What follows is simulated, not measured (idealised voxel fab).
Process module name: voxel self aligned contacts
Square cells of 5 nm make up the cross-section cut, whose width is 245 nm.
In what follows, cross-sections appear as grids of square cells, described through bands that run from the top down, where every band is one or more rows of cells. This entry defines a band. It first specifies the height of the band's top and the height of its bottom in nm, and then specifies the band's materials from left to right, stating each material with its width in nm. The word "edge to edge" identifies a single material that fills the band from edge to edge, while the word "air" identifies empty space. We count height from 0. Below that, the starting wafer is all one material. The lowest band never ends at the bottom but goes on down; see "top 0, no bottom" for how that is written. Note: "30 to 40" means the width goes from the first number (top row of the band) to the second number (bottom row) in equal steps per row of cells. "identical to before" for a step: no cell of the cross-section changed in that step. "Unvented cavities" contains a list of empty spaces, each no smaller than 8 cells and without an open way to the top, written in the form width x height at distance with the distance from the left edge and all three in nm. Formally, on a step line, whatever follows the settings is a remark that the simulator itself makes on the step. A step line may carry the setting "overlay nm", which, for steps involving a mask, states the distance by which the mask lay to the right of its intended position; negative values denote displacement to the left.
Process steps foreseen in the plan
- 1: RECEIVE,material Si
- 2: OXIDIZE,depth nm 5
- 3: DIRECTIONAL_DEP,material polySi,thk nm 30
- 4: DIRECTIONAL_DEP,material SiN,thk nm 20
- 5: DIRECTIONAL_DEP,material aC,thk nm 10
- 6: PATTERN,tone cover,mask id GATE,material resist,width nm 35,pitch nm 80,thk nm 30,overlay nm -15
- 7: DIRECTIONAL_ETCH,etch materials aC,depth nm 10
- 8: STRIP,etch materials resist
- 9: DIRECTIONAL_ETCH,etch materials SiN,depth nm 20
- 10: DIRECTIONAL_ETCH,etch materials polySi,depth nm 30
- 11: STRIP,etch materials aC
- 12: CONFORMAL_DEP,material SiN,thk nm 10
- 13: DIRECTIONAL_ETCH,etch materials SiN,depth nm 10
- 14: FILL_DEP,material SiO2,thk nm 10
- 15: CMP,height nm 55
- 16: MASKED_ETCH,tone open,mask id CONTACT,width nm 55,etch materials SiO2,depth nm 60,overlay nm 0
- 17: CONFORMAL_DEP,material TiN,thk nm 5
- 18: FILL_DEP,material Ru,thk nm 5
- 19: CMP,height nm 55
- 20: CONFORMAL_DEP,material SiN,thk nm 5
Where the wafers of this document differ is in the overlay nm of step 6; they start out the same, and the plan states the value that applied to the first wafer.
First wafer of several, as received: cross-section after step 1
  top 0, no bottom  Si edge to edge
  Unvented cavities: none
Basically each wafer gets a line in the table, showing it at the end of the module: material by material, the cells it gained (+) or lost (-) since we got it, then its closed voids
overlay nm -15 | +33 Ru | -49 Si | +185 SiN | +302 SiO2 | +33 TiN | +84 polySi | Unvented cavities: none
overlay nm -10 | +33 Ru | -49 Si | +185 SiN | +302 SiO2 | +33 TiN | +84 polySi | Unvented cavities: none
overlay nm -5 | +33 Ru | -49 Si | +185 SiN | +302 SiO2 | +33 TiN | +84 polySi | Unvented cavities: none
overlay nm 0 | +33 Ru | -49 Si | +185 SiN | +302 SiO2 | +33 TiN | +84 polySi | Unvented cavities: none
overlay nm 5 | +33 Ru | -49 Si | +185 SiN | +302 SiO2 | +33 TiN | +84 polySi | Unvented cavities: none
overlay nm 10 | +33 Ru | -49 Si | +185 SiN | +302 SiO2 | +33 TiN | +84 polySi | Unvented cavities: none
overlay nm 15 | +33 Ru | -49 Si | +185 SiN | +302 SiO2 | +33 TiN | +84 polySi | Unvented cavities: none
